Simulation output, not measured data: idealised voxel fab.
Presented below is a process module, voxel tone inversion.
Xsec cut, 150 nm wide, square cell size 5 nm.
A cross-section is a grid of square cells, given in bands from the top down. A band is one or more rows of cells.
Heads up on the band format: heights come first, top then bottom, in nm. After that it's the materials left to right, each with its width in nm. A single material flagged "everywhere" fills the whole band edge to edge, and "air" means there's empty space there.
The level at which height equals 0 is the one under which the wafer, as it arrives, is entirely one material. No lower edge exists for the bottom band, which continues downward and is notated as in "0..down".
The width entry "30 to 40" should be interpreted row by row: the top row of cells in the band takes the first number, the bottom row takes the second number, and the change between adjacent rows is uniform throughout.
Step note "no modification" = no cross-section cell changed.
The list in "Closed void register" covers empty spaces of 8 cells or more that cannot reach the top through any open way, and it gives each as width x height at distance; the distance is from the left edge, and width, height and distance are in nm.
Where a step's line continues beyond its settings, the continuation is a remark by the simulator itself on that step.
On any step carrying a mask, the "overlay nm" setting, if present on the step's line, tells how far right of its planned place the mask lay; negative values point to the left.

[Planned process steps]
- 1: RECEIVE, material Si
- 2: CONFORMAL_DEP, material SiN, thk nm 5
- 3: DIRECTIONAL_DEP, material aC, thk nm 15
- 4: PATTERN, tone cover, mask id POSTS, material resist, width nm 25, pitch nm 40, thk nm 25, overlay nm 0
- 5: DIRECTIONAL_ETCH, etch materials aC, depth nm 15
- 6: STRIP, etch materials resist
- 7: FILL_DEP, material SiO2, thk nm 10
- 8: CMP, height nm 20
- 9: STRIP, etch materials aC

[First of two wafers, with the run carried out as planned]

[Wafer cross-section on receipt, i.e. after step 1]
> 0..down: Si everywhere
> Closed void register: none

[After step 2: wafer cross-section]
> 5..0: SiN everywhere
> For the remainder of the cross-section, below 0, there is no change.

[After step 3: wafer cross-section]
> 20..5: aC everywhere
> For the remainder of the cross-section, below 5, there is no change.

[After step 4: wafer cross-section]
> 45..20: 40 of air / 25 of resist / 15 of air / 25 of resist / 45 of air
> For the remainder of the cross-section, below 20, there is no change.

[After step 5: wafer cross-section]
> 30..20: 40 of air / 25 of resist / 15 of air / 25 of resist / 45 of air
> 20..5: 40 of air / 25 of aC / 15 of air / 25 of aC / 45 of air
> For the remainder of the cross-section, below 5, there is no change.

[After step 6: wafer cross-section]
> 20..5: 40 of air / 25 of aC / 15 of air / 25 of aC / 45 of air
> For the remainder of the cross-section, below 5, there is no change.

[After step 7: wafer cross-section]
> 30..20: SiO2 everywhere
> 20..5: 40 of SiO2 / 25 of aC / 15 of SiO2 / 25 of aC / 45 of SiO2
> For the remainder of the cross-section, below 5, there is no change.

[After step 8: wafer cross-section]
> 20..5: 40 of SiO2 / 25 of aC / 15 of SiO2 / 25 of aC / 45 of SiO2
> For the remainder of the cross-section, below 5, there is no change.

[After step 9: wafer cross-section]
> 20..5: 40 of SiO2 / 25 of air / 15 of SiO2 / 25 of air / 45 of SiO2
> For the remainder of the cross-section, below 5, there is no change.

[For the second wafer, take the first wafer's start and plan, then add one mistake made in running it; everything through step 7, that step included, is shared with the first]

[Second wafer shown in cross-section at the time step 8 was slated to end]
> 20..5: 40 of SiO2 / 25 of aC / 15 of SiO2 / 25 of aC / 45 of SiO2
> For the remainder of the cross-section, below 5, there is no change.

[Second wafer shown in cross-section at the time step 9 was slated to end]
> 20..5: 40 of SiO2 / 25 of air / 15 of SiO2 / 25 of air / 45 of SiO2
> For the remainder of the cross-section, below 5, there is no change.
What was done differently from what was planned? regarding the plan, step 8 was run twice
The mistake has no effect on what this model computes, because the two wafers end with the same cross-section.
